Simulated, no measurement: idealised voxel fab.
process module | voxel wiring stack
cross-section cut | 255 nm wide | cells 5 nm
A cross-section is a grid of square cells, given in bands from the top down. A band is one or more rows of cells.
Each band's line starts with the height of the band's top and of its bottom, in nm. Then come its materials from left to right, each with its width in nm. One material with "throughout" fills the band from edge to edge. "air" is empty space.
Height 0 is the level under which the wafer as received is all one material. The lowest band goes on downwards, as in "0 down".
A width such as "30 to 40" changes by the same amount from each row of cells to the next, from the band's top row to its bottom row.
"no change" after a step means that no cell of the cross-section changed.
closed voids: empty space of 8 cells or more with no open way to the top, each as width x height at its distance from the left edge, in nm
after a step's settings: what the simulator itself notes on the step
overlay nm, on a step with a mask: how far to the right of its planned place the mask lay; to the left if negative
plan
1 op RECEIVE | material Si
2 op CONFORMAL_DEP | material SiO2 | thk nm 15
3 op DIRECTIONAL_DEP | material TiN | thk nm 5
4 op DIRECTIONAL_DEP | material W | thk nm 15
5 op DIRECTIONAL_DEP | material aC | thk nm 10
6 op PATTERN | tone cover | mask id METAL_1 | material resist | width nm 30 | pitch nm 50 | thk nm 25 | overlay nm 0
7 op DIRECTIONAL_ETCH | etch materials aC | depth nm 10
8 op STRIP | etch materials resist
9 op DIRECTIONAL_ETCH | etch materials W | depth nm 5
10 op DIRECTIONAL_ETCH | etch materials TiN | depth nm 5
11 op STRIP | etch materials aC
12 op FILL_DEP | material SiO2 | thk nm 10
13 op CMP | height nm 35
14 op CONFORMAL_DEP | material SiCN | thk nm 5
15 op DIRECTIONAL_DEP | material lowk | thk nm 10
16 op PATTERN | tone open | mask id PLUG_1 | material resist | width nm 15 | pitch nm 50 | thk nm 20 | overlay nm 0
17 op DIRECTIONAL_ETCH | etch materials lowk | depth nm 10
18 op DIRECTIONAL_ETCH | etch materials SiCN | depth nm 5
19 op STRIP | etch materials resist
20 op CONFORMAL_DEP | material TiN | thk nm 5
21 op FILL_DEP | material Ru | thk nm 5
22 op CMP | height nm 50
23 op DIRECTIONAL_DEP | material TiN | thk nm 5
24 op DIRECTIONAL_DEP | material Ru | thk nm 15
25 op DIRECTIONAL_DEP | material aC | thk nm 10
26 op PATTERN | tone cover | mask id METAL_2 | material resist | width nm 30 | pitch nm 50 | thk nm 25 | overlay nm 0
27 op DIRECTIONAL_ETCH | etch materials aC | depth nm 10
28 op STRIP | etch materials resist
29 op DIRECTIONAL_ETCH | etch materials Ru | depth nm 15
30 op DIRECTIONAL_ETCH | etch materials TiN | depth nm 5
31 op STRIP | etch materials aC
32 op CONFORMAL_DEP | material SiCN | thk nm 5
33 op FILL_DEP | material lowk | thk nm 10
34 op CMP | height nm 70
35 op CONFORMAL_DEP | material SiCN | thk nm 5
varied across the wafers: depth nm of step 9. The plan shows the first wafer's value. All wafers start alike
first wafer as received, after step 1
  0 down: Si throughout
  closed voids: none
each wafer at the end: cells of each material gained (+) or lost (-) since it was received, then its closed voids
depth nm 5 | +80 Ru | +141 SiCN | +180 SiO2 | +103 TiN | +126 W | +135 lowk | closed voids: none
depth nm 10 | +80 Ru | +141 SiCN | +207 SiO2 | +103 TiN | +99 W | +135 lowk | closed voids: none
depth nm 15 | +80 Ru | +141 SiCN | +261 SiO2 | +76 TiN | +72 W | +135 lowk | closed voids: none
depth nm 20 | +80 Ru | +141 SiCN | +261 SiO2 | +76 TiN | +72 W | +135 lowk | closed voids: none
depth nm 25 | +80 Ru | +141 SiCN | +261 SiO2 | +76 TiN | +72 W | +135 lowk | closed voids: none
depth nm 30 | +80 Ru | +141 SiCN | +261 SiO2 | +76 TiN | +72 W | +135 lowk | closed voids: none
